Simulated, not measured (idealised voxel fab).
Module name: voxel ribs on slabs (process module)
The cross-section shown here is cut; it is 220 nm wide and divided into square cells measuring 5 nm on a side.
A cross-section is a grid of square cells, given in bands from the top down. A band is one or more rows of cells. Band: top height; bottom height; in nm. Then, left to right: material with width in nm, for each material. "all across": a single material spanning edge to edge. "empty": empty space. Note: height 0 marks the level under which the wafer is uniformly one material as received. Lowest band unbounded below, written "0..down". Width "30..40": first value at the band's top row of cells, second value at its bottom row, equal change from row to row. Step note "everything unchanged" = no cross-section cell changed. The list in "Closed void inventory" covers empty spaces of 8 cells or more that cannot reach the top through any open way, and it gives each as width x height at distance; the distance is from the left edge, and width, height and distance are in nm. On each step's line, the part that comes after the settings is the simulator's own comment on the step. overlay nm: on a step with a mask, how far right of its planned place the mask lay; negative means left.
-- Steps in the process plan
1. op RECEIVE | material Si
2. op DIRECTIONAL_DEP | material SiO2 | thk nm 20
3. op DIRECTIONAL_DEP | material SiN | thk nm 15
4. op PATTERN | tone cover | mask id RIB | material resist | width nm 20 | thk nm 15 | overlay nm 0
5. op DIRECTIONAL_ETCH | etch materials SiN | depth nm 10
6. op STRIP | etch materials resist
7. op PATTERN | tone cover | mask id SLAB | material resist | width nm 60 | thk nm 20 | overlay nm 0
8. op DIRECTIONAL_ETCH | etch materials SiN | depth nm 5
9. op STRIP | etch materials resist
10. op FILL_DEP | material SiO2 | thk nm 20
11. op CMP | height nm 45
12. op DIRECTIONAL_DEP | material W | thk nm 5
13. op PATTERN | tone cover | mask id HEATER | material resist | width nm 30 | thk nm 20 | overlay nm 0
14. op DIRECTIONAL_ETCH | etch materials W | depth nm 5
15. op STRIP | etch materials resist
16. op CONFORMAL_DEP | material SiN | thk nm 10
-- Cross-section of the wafer upon arrival, representing the state reached after step 1
* 0..down: Si all across
* Closed void inventory: none
-- The first of two wafers, cross-sectioned at the end of the module, with the run proceeding as planned
* 60..55: empty (85), SiN (50), empty (85)
* 55..50: SiN all across
* 50..45: SiN (95), W (30), SiN (95)
* 45..35: SiO2 all across
* 35..25: SiO2 (100), SiN (20), SiO2 (100)
* 25..20: SiO2 (80), SiN (60), SiO2 (80)
* 20..0: SiO2 all across
* 0..down: Si all across
* Closed void inventory: none
-- What the second wafer looks like in cross-section once the module is done. Its start and its plan matched the first wafer's exactly; what differed was one mistake in how it was run
* 60..55: empty (85), SiN (50), empty (85)
* 55..50: SiN all across
* 50..45: SiN (95), W (30), SiN (95)
* 45..40: SiO2 (80), SiN (60), SiO2 (80)
* 40..0: SiO2 all across
* 0..down: Si all across
* Closed void inventory: none
Against the plan, the run slipped here: step 2 of the plan was twice carried out
at the end the second wafer has, in cells: SiN: 8 fewer | SiO2: 8 more
